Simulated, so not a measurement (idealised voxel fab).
process module | voxel released beams
cross-section cut | 160 nm wide | cells 5 nm
A cross-section is a grid of square cells, given in bands from the top down. A band is one or more rows of cells.
Each band's line starts with the height of the band's top and of its bottom, in nm. Then come its materials from left to right, each with its width in nm. One material with "throughout" fills the band from edge to edge. "air" is empty space.
Height 0 is the level under which the wafer as received is all one material. The lowest band goes on downwards, as in "0 down".
A width such as "30 to 40" changes by the same amount from each row of cells to the next, from the band's top row to its bottom row.
"no change" after a step means that no cell of the cross-section changed.
closed voids: empty space of 8 cells or more with no open way to the top, each as width x height at its distance from the left edge, in nm
after a step's settings: what the simulator itself notes on the step
overlay nm, on a step with a mask: how far to the right of its planned place the mask lay; to the left if negative
plan
1 op RECEIVE | material Si
2 op CONFORMAL_DEP | material SiN | thk nm 10
3 op DIRECTIONAL_DEP | material SiO2 | thk nm 15
4 op PATTERN | tone open | mask id ANCHOR | material resist | width nm 40 | thk nm 20 | overlay nm 0
5 op DIRECTIONAL_ETCH | etch materials SiO2 | depth nm 15
6 op STRIP | etch materials resist
7 op CONFORMAL_DEP | material TiN | thk nm 15
8 op PATTERN | tone cover | mask id BEAM | material resist | width nm 90 | thk nm 15 | overlay nm 0
9 op DIRECTIONAL_ETCH | etch materials TiN | depth nm 15
10 op STRIP | etch materials resist
11 op STRIP | etch materials SiO2
as received, after step 1
  0 down: Si throughout
  closed voids: none
first wafer at the end, as planned
  40 to 25: air 30 | TiN 20 | air 10 | TiN 60 | air 40
  25 to 10: air 35 | TiN 40 | air 85
  10 to 0: SiN throughout
  0 down: Si throughout
  closed voids: none
second wafer at the end: like start, like plan, one mistake
  40 to 25: air 30 | TiN 90 | air 40
  25 to 15: SiN throughout
  15 to 0: SiO2 throughout
  0 down: Si throughout
  closed voids: none
what went wrong: steps 2 and 3 were swapped
at the end the second wafer has, in cells: 96 more of SiO2 | 18 fewer of TiN
